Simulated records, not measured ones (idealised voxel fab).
The following process module bears the name voxel ribs on slabs.
Square cells of 5 nm make up the cross-section cut, whose width is 270 nm.
Reading order for cross-sections: top band down to bottom band. Underlying form: a grid of square cells. Band size: one or more rows of cells. Each band's line starts with the height of the band's top and of its bottom, in nm. Then come its materials from left to right, each with its width in nm. One material with "everywhere" fills the band from edge to edge. "blank" is empty space. Heights are reckoned from 0. Under this level, the received wafer is all of one material. The bottommost band is open-ended downward, for example "0 -> down". Quick explanation for "30 to 40": the width changes in equal steps down the rows of cells, from the first number in the band's top row to the second number in its bottom row. What does "remained unchanged" mean for a step? It means no cell of the cross-section changed in that step. "Closed cavity list" enumerates empty spaces isolated from the top, with no open way to it, that contain at least 8 cells, giving each as width x height at distance from the left edge, all three in nm. Past the settings on a step's line: simulator remark, on that step. You can add "overlay nm" to a step's line. For a step with a mask, it describes how far the mask lay to the right of its planned position, and a negative number describes a lay to the left.
Listed below are the process steps as planned:
1,RECEIVE (material Si)
2,DIRECTIONAL_DEP (material SiO2; thk nm 30)
3,DIRECTIONAL_DEP (material polySi; thk nm 25)
4,MASKED_ETCH (tone cover; mask id RIB; width nm 20; etch materials polySi; depth nm 5; overlay nm 0)
5,MASKED_ETCH (tone cover; mask id SLAB; width nm 80; etch materials polySi; depth nm 20; overlay nm 0)
6,FILL_DEP (material SiO2; thk nm 30)
7,CMP (height nm 75)
8,DIRECTIONAL_DEP (material W; thk nm 10)
9,PATTERN (tone cover; mask id HEATER; material resist; width nm 30; thk nm 15; overlay nm 0)
10,DIRECTIONAL_ETCH (etch materials W; depth nm 10)
11,STRIP (etch materials resist)
12,CONFORMAL_DEP (material SiO2; thk nm 10)
The first wafer of two, processed as planned:
As received, after step 1:
> 0 -> down  Si everywhere
> Closed cavity list: none
So this is the wafer cross-section right after step 2:
> 30 -> 0  SiO2 everywhere
> Note: structure below 0 unchanged.
So this is the wafer cross-section right after step 3:
> 55 -> 30  polySi everywhere
> Note: structure below 30 unchanged.
So this is the wafer cross-section right after step 4:
> 55 -> 50  blank=125, polySi=20, blank=125
> Note: structure below 50 unchanged.
So this is the wafer cross-section right after step 5:
> 55 -> 50  blank=125, polySi=20, blank=125
> 50 -> 30  blank=95, polySi=80, blank=95
> Note: structure below 30 unchanged.
So this is the wafer cross-section right after step 6:
> 85 -> 55  SiO2 everywhere
> 55 -> 50  SiO2=125, polySi=20, SiO2=125
> 50 -> 30  SiO2=95, polySi=80, SiO2=95
> Note: structure below 30 unchanged.
So this is the wafer cross-section right after step 7:
> 75 -> 55  SiO2 everywhere
> Note: structure below 55 unchanged.
So this is the wafer cross-section right after step 8:
> 85 -> 75  W everywhere
> Note: structure below 75 unchanged.
So this is the wafer cross-section right after step 9:
> 100 -> 85  blank=120, resist=30, blank=120
> Note: structure below 85 unchanged.
So this is the wafer cross-section right after step 10:
> 100 -> 85  blank=120, resist=30, blank=120
> 85 -> 75  blank=120, W=30, blank=120
> Note: structure below 75 unchanged.
So this is the wafer cross-section right after step 11:
> 85 -> 75  blank=120, W=30, blank=120
> Note: structure below 75 unchanged.
So this is the wafer cross-section right after step 12:
> 95 -> 85  blank=110, SiO2=50, blank=110
> 85 -> 75  SiO2=120, W=30, SiO2=120
> Note: structure below 75 unchanged.
Regarding the second of the two wafers: it shared the first wafer's starting condition and process plan, yet one error occurred during its execution. Its history coincides with that of the first wafer up to and including step 1:
Planned end of step 2: second wafer, cross-section:
> 60 -> 0  SiO2 everywhere
> Note: structure below 0 unchanged.
Planned end of step 3: second wafer, cross-section:
> 85 -> 60  polySi everywhere
> Note: structure below 60 unchanged.
Planned end of step 4: second wafer, cross-section:
> 85 -> 80  blank=125, polySi=20, blank=125
> Note: structure below 80 unchanged.
Planned end of step 5: second wafer, cross-section:
> 85 -> 80  blank=125, polySi=20, blank=125
> 80 -> 60  blank=95, polySi=80, blank=95
> Note: structure below 60 unchanged.
Planned end of step 6: second wafer, cross-section:
> 115 -> 85  SiO2 everywhere
> 85 -> 80  SiO2=125, polySi=20, SiO2=125
> 80 -> 60  SiO2=95, polySi=80, SiO2=95
> Note: structure below 60 unchanged.
Planned end of step 7: second wafer, cross-section:
> 75 -> 60  SiO2=95, polySi=80, SiO2=95
> Note: structure below 60 unchanged.
Planned end of step 8: second wafer, cross-section:
> 85 -> 75  W everywhere
> Note: structure below 75 unchanged.
Planned end of step 9: second wafer, cross-section:
> 100 -> 85  blank=120, resist=30, blank=120
> Note: structure below 85 unchanged.
Planned end of step 10: second wafer, cross-section:
> 100 -> 85  blank=120, resist=30, blank=120
> 85 -> 75  blank=120, W=30, blank=120
> Note: structure below 75 unchanged.
Planned end of step 11: second wafer, cross-section:
> 85 -> 75  blank=120, W=30, blank=120
> Note: structure below 75 unchanged.
Planned end of step 12: second wafer, cross-section:
> 95 -> 85  blank=110, SiO2=50, blank=110
> 85 -> 75  SiO2=120, W=30, SiO2=120
> Note: structure below 75 unchanged.
Short version of what went wrong: twice, step 2 of the plan was run
At the finish, the second wafer shows more or fewer cells for some materials than the first does: 20 more of SiO2; 20 fewer of polySi
